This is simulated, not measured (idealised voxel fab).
The process module that follows is named voxel spacer lines.
Section cut is 140 nm wide and gridded with 5 nm square cells.
Format of a cross-section: grid, square cells. Given as bands. Order: top down. Band: one or more rows of cells.
Band: top and bottom heights (nm) first, top before bottom; then materials from left to right, widths in nm. "full width" marks a sole material filling the band edge to edge. "empty" denotes empty space.
All heights in this document are referenced to 0, defined as the level beneath which the wafer, as received, consists entirely of one material. The lowest band is not bounded below; it extends indefinitely downward and is written in the form "0..down".
Note: "30..40" means the width goes from the first number (top row of the band) to the second number (bottom row) in equal steps per row of cells.
For the purposes of this document, the phrase "identical to before" attached to a step denotes that no cell within the cross-section was modified by that step.
"Voids lacking openings" - sealed voids, min. 8 cells, no opening to top; format: width x height at distance (distance from left edge; nm throughout).
Formally, on a step line, whatever follows the settings is a remark that the simulator itself makes on the step.
The "overlay nm" setting may appear on a step's line; for a step that uses a mask, it gives how far to the right of its planned position the mask lay, and a negative value indicates the left.

Process steps - plan:
| 1 | RECEIVE (material Si) |
| 2 | CONFORMAL_DEP (material SiO2; thk nm 5) |
| 3 | DIRECTIONAL_DEP (material TiN; thk nm 20) |
| 4 | DIRECTIONAL_DEP (material aC; thk nm 20) |
| 5 | PATTERN (tone cover; mask id MANDREL; material resist; width nm 20; pitch nm 60; thk nm 30; overlay nm 0) |
| 6 | DIRECTIONAL_ETCH (etch materials aC; depth nm 20) |
| 7 | STRIP (etch materials resist) |
| 8 | CONFORMAL_DEP (material SiN; thk nm 10) |
| 9 | DIRECTIONAL_ETCH (etch materials SiN; depth nm 10) |
| 10 | STRIP (etch materials aC) |
| 11 | DIRECTIONAL_ETCH (etch materials TiN; depth nm 20) |
| 12 | STRIP (etch materials SiN) |
| 13 | FILL_DEP (material SiO2; thk nm 5) |
| 14 | CMP (height nm 25) |

Cross-section of the wafer as it came to us, i.e., already through step 1:
- 0..down | Si full width
- Voids lacking openings: none

Wafer cross-section at module end: first of two, run to plan:
- 25..5 | SiO2 20 nm  TiN 10 nm  SiO2 20 nm  TiN 10 nm  SiO2 20 nm  TiN 10 nm  SiO2 20 nm  TiN 10 nm  SiO2 20 nm
- 5..0 | SiO2 full width
- 0..down | Si full width
- Voids lacking openings: none

Cross-sectional view: second of two wafers, end of module; start and plan identical to the first, one mistake in running:
- 25..5 | SiO2 20 nm  TiN 10 nm  SiO2 20 nm  TiN 10 nm  SiO2 20 nm  TiN 10 nm  SiO2 20 nm  TiN 10 nm  SiO2 20 nm
- 5..0 | aC full width
- 0..down | Si full width
- Voids lacking openings: none
In executing the process, a mistake was made relative to the plan: step 2 was processed under conditions differing from the plan, specifically as CONFORMAL_DEP (material aC; thk nm 5)
Final tally in cells, some materials are higher or lower on the second wafer than on the first: SiO2 -28, aC +28
